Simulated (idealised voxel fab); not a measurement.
Documented hereafter: the process module known as voxel plated lines.
265 nm wide, 5 nm square cells: that's cross-section cut.
Heads up, the way a cross-section reads in here is a grid of square cells, handed over as bands from the top down, with every band being one or more rows of cells.
Each band's line starts with the height of the band's top and of its bottom, in nm. Then come its materials from left to right, each with its width in nm. One material with "throughout" fills the band from edge to edge. "air" is empty space.
Height reference: 0 = level under which incoming wafer is all one material. Lowest band: no bottom, runs on downward, e.g. "z 0 and below".
The expression "30->40" gives the width at the extremes of the band, the first number at its top row of cells and the second at its bottom row, with the width changing by equal amounts from each row to the next in between.
A step reported as "no alterations made" is a step in which no cell of the cross-section changed.
"Closed void register": empty spaces of 8 cells or more with no open way to the top, each given as width x height at distance, distance from the left edge, all in nm.
Past the settings on a step's line: simulator remark, on that step.
overlay nm: on a step with a mask, how far right of its planned place the mask lay; negative means left.

-- Steps in the process plan
1. RECEIVE (material Si)
2. CONFORMAL_DEP (material SiO2; thk nm 10)
3. DIRECTIONAL_DEP (material TiN; thk nm 5)
4. PATTERN (tone open; mask id LINES; material resist; width nm 30; pitch nm 50; thk nm 25; overlay nm 0)
5. EPI (material Ru; thk nm 10)
6. EPI (material Ru; thk nm 10)
7. EPI (material Ru; thk nm 10)
8. STRIP (etch materials resist)
9. DIRECTIONAL_ETCH (etch materials TiN; depth nm 5)
10. CONFORMAL_DEP (material SiCN; thk nm 5)
Across this set of wafers, the varied parameter is the thk nm of step 4. Starting conditions are identical for every wafer, and the plan reports the value assigned to the first wafer.

-- First of several wafers, received after step 1, in cross-section
  z 0 and below = Si throughout
  Closed void register: none

-- For your reference, the table is organized with a row per wafer; each row reflects the wafer at the end of the module, indicating for each material the cells gained (+) or lost (-) since receipt, and thereafter its closed voids
thk nm 25, +152 Ru, +125 SiCN, +106 SiO2, +32 TiN, Closed void register: none
thk nm 30, +144 Ru, +109 SiCN, +106 SiO2, +24 TiN, Closed void register: none
thk nm 35, +144 Ru, +109 SiCN, +106 SiO2, +24 TiN, Closed void register: none
thk nm 40, +144 Ru, +109 SiCN, +106 SiO2, +24 TiN, Closed void register: none
thk nm 45, +144 Ru, +109 SiCN, +106 SiO2, +24 TiN, Closed void register: none
thk nm 50, +144 Ru, +109 SiCN, +106 SiO2, +24 TiN, Closed void register: none
